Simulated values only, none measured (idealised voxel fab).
The process module that follows is named voxel gate over fins.
In the cross-section labelled cut, the width is 165 nm and each square cell is 5 nm.
Cross-sections here: square-cell grids, written as top-down lists of bands, a band being one or more rows of cells.
Band: top height; bottom height; in nm. Then, left to right: material with width in nm, for each material. "full width": a single material spanning edge to edge. "blank": empty space.
Heights are expressed relative to 0, this being the level below which the as-received wafer comprises one material exclusively. The lowest band is unbounded in the downward direction and is denoted as in "top 0, no bottom".
A two-number width, for instance "30 to 40", indicates that the width is equal to the first number in the top row of the band and to the second number in the bottom row, and that it changes by a constant amount per row of cells.
"same as before" after a step means that no cell of the cross-section changed.
So "Closed void inventory" is basically the list of trapped voids: any empty space of 8 cells or more that can't reach the top through an opening. They're written width x height at distance, the distance being from the left edge, and it's all nm.
Whatever follows a step's settings on its line is a remark the simulator itself makes about that step.
overlay nm: for a step with a mask, the amount by which the mask lay right of where it was planned; a negative amount means left of it.

The planned process steps are enumerated hereunder
1. op RECEIVE | material Si
2. op CONFORMAL_DEP | material SiN | thk nm 10
3. op PATTERN | tone cover | mask id FINS | material resist | width nm 15 | pitch nm 60 | thk nm 20 | overlay nm 0
4. op DIRECTIONAL_ETCH | etch materials SiN | depth nm 10
5. op DIRECTIONAL_ETCH | etch materials Si | depth nm 30
6. op STRIP | etch materials resist
7. op FILL_DEP | material SiO2 | thk nm 10
8. op CMP | height nm 10
9. op DIRECTIONAL_DEP | material aC | thk nm 15
10. op PATTERN | tone open | mask id RAIL | material resist | width nm 15 | thk nm 30 | overlay nm 0
11. op DIRECTIONAL_ETCH | etch materials aC | depth nm 15
12. op STRIP | etch materials resist
13. op DIRECTIONAL_ETCH | etch materials SiO2 | depth nm 35
14. op STRIP | etch materials aC
15. op CONFORMAL_DEP | material TiN | thk nm 5
16. op FILL_DEP | material Ru | thk nm 10
17. op CMP | height nm 10
18. op SELECTIVE_ETCH | etch materials W Ru TiN | depth nm 30
19. op FILL_DEP | material SiO2 | thk nm 5
20. op CMP | height nm 10
21. op SELECTIVE_ETCH | etch materials SiO2 | depth nm 20
22. op STRIP | etch materials SiN
23. op CONFORMAL_DEP | material HfO2 | thk nm 5
24. op CONFORMAL_DEP | material TiN | thk nm 5
25. op FILL_DEP | material W | thk nm 10
26. op CMP | height nm 15
27. op CONFORMAL_DEP | material SiCN | thk nm 5

Delivered wafer in cross-section: state after step 1
  top 0, no bottom  Si full width
  Closed void inventory: none

Here's the wafer cut in cross-section after the module, started and planned just like above, except one thing was done wrong in the run
  top 20, bottom 15  SiCN full width
  top 15, bottom 10  W full width
  top 10, bottom 5  35 of W / 35 of TiN / 25 of W / 35 of TiN / 35 of W
  top 5, bottom 0  35 of W / 5 of TiN / 25 of HfO2 / 35 of TiN / 25 of HfO2 / 5 of TiN / 35 of W
  top 0, bottom -5  40 of TiN / 5 of HfO2 / 15 of Si / 5 of HfO2 / 5 of TiN / 25 of HfO2 / 5 of TiN / 5 of HfO2 / 15 of Si / 5 of HfO2 / 40 of TiN
  top -5, bottom -10  45 of HfO2 / 15 of Si / 15 of HfO2 / 5 of TiN / 5 of Ru / 5 of TiN / 15 of HfO2 / 15 of Si / 45 of HfO2
  top -10, bottom -20  45 of SiO2 / 15 of Si / 15 of SiO2 / 5 of TiN / 5 of Ru / 5 of TiN / 15 of SiO2 / 15 of Si / 45 of SiO2
  top -20, bottom -25  45 of SiO2 / 15 of Si / 15 of SiO2 / 15 of TiN / 15 of SiO2 / 15 of Si / 45 of SiO2
  top -25, bottom -30  45 of SiO2 / 15 of Si / 45 of SiO2 / 15 of Si / 45 of SiO2
  top -30, no bottom  Si full width
  Closed void inventory: none
Error vs. plan: not run: step 17 of the plan (skipped)
